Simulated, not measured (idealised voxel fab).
process module | voxel tone inversion
cross-section cut | 175 nm wide | cells 5 nm
A cross-section is a grid of square cells, given in bands from the top down. A band is one or more rows of cells.
Each band's line starts with the height of the band's top and of its bottom, in nm. Then come its materials from left to right, each with its width in nm. One material with "throughout" fills the band from edge to edge. "air" is empty space.
Height 0 is the level under which the wafer as received is all one material. The lowest band goes on downwards, as in "0 down".
A width such as "30 to 40" changes by the same amount from each row of cells to the next, from the band's top row to its bottom row.
"no change" after a step means that no cell of the cross-section changed.
closed voids: empty space of 8 cells or more with no open way to the top, each as width x height at its distance from the left edge, in nm
after a step's settings: what the simulator itself notes on the step
overlay nm, on a step with a mask: how far to the right of its planned place the mask lay; to the left if negative
plan
1 op RECEIVE | material Si
2 op CONFORMAL_DEP | material SiCN | thk nm 5
3 op DIRECTIONAL_DEP | material aC | thk nm 25
4 op PATTERN | tone cover | mask id POSTS | material resist | width nm 20 | pitch nm 40 | thk nm 30 | overlay nm 0
5 op DIRECTIONAL_ETCH | etch materials aC | depth nm 25
6 op STRIP | etch materials resist
7 op FILL_DEP | material lowk | thk nm 5
8 op CMP | height nm 30
9 op STRIP | etch materials aC
first wafer, as planned
as received, after step 1
  0 down: Si throughout
  closed voids: none
after step 2
  5 to 0: SiCN throughout
  below 0: unchanged
after step 3
  30 to 5: aC throughout
  below 5: unchanged
after step 4
  60 to 30: air 55 | resist 20 | air 20 | resist 20 | air 60
  below 30: unchanged
after step 5
  35 to 30: air 55 | resist 20 | air 20 | resist 20 | air 60
  30 to 5: air 55 | aC 20 | air 20 | aC 20 | air 60
  below 5: unchanged
after step 6
  30 to 5: air 55 | aC 20 | air 20 | aC 20 | air 60
  below 5: unchanged
after step 7
  35 to 30: lowk throughout
  30 to 5: lowk 55 | aC 20 | lowk 20 | aC 20 | lowk 60
  below 5: unchanged
after step 8
  30 to 5: lowk 55 | aC 20 | lowk 20 | aC 20 | lowk 60
  below 5: unchanged
after step 9
  30 to 5: lowk 55 | air 20 | lowk 20 | air 20 | lowk 60
  below 5: unchanged
second wafer: like start, like plan, one mistake. Through step 3 it matches the first wafer
when step 4 should have ended
  60 to 30: air 45 | resist 20 | air 20 | resist 20 | air 70
  below 30: unchanged
when step 5 should have ended
  35 to 30: air 45 | resist 20 | air 20 | resist 20 | air 70
  30 to 5: air 45 | aC 20 | air 20 | aC 20 | air 70
  below 5: unchanged
when step 6 should have ended
  30 to 5: air 45 | aC 20 | air 20 | aC 20 | air 70
  below 5: unchanged
when step 7 should have ended
  35 to 30: lowk throughout
  30 to 5: lowk 45 | aC 20 | lowk 20 | aC 20 | lowk 70
  below 5: unchanged
when step 8 should have ended
  30 to 5: lowk 45 | aC 20 | lowk 20 | aC 20 | lowk 70
  below 5: unchanged
when step 9 should have ended
  30 to 5: lowk 45 | air 20 | lowk 20 | air 20 | lowk 70
  below 5: unchanged
what went wrong: step 4 ran as: op PATTERN | tone cover | mask id POSTS | material resist | width nm 20 | pitch nm 40 | thk nm 30 | overlay nm -10
at the end the second wafer has, in cells: as many of each material as the first, in other places
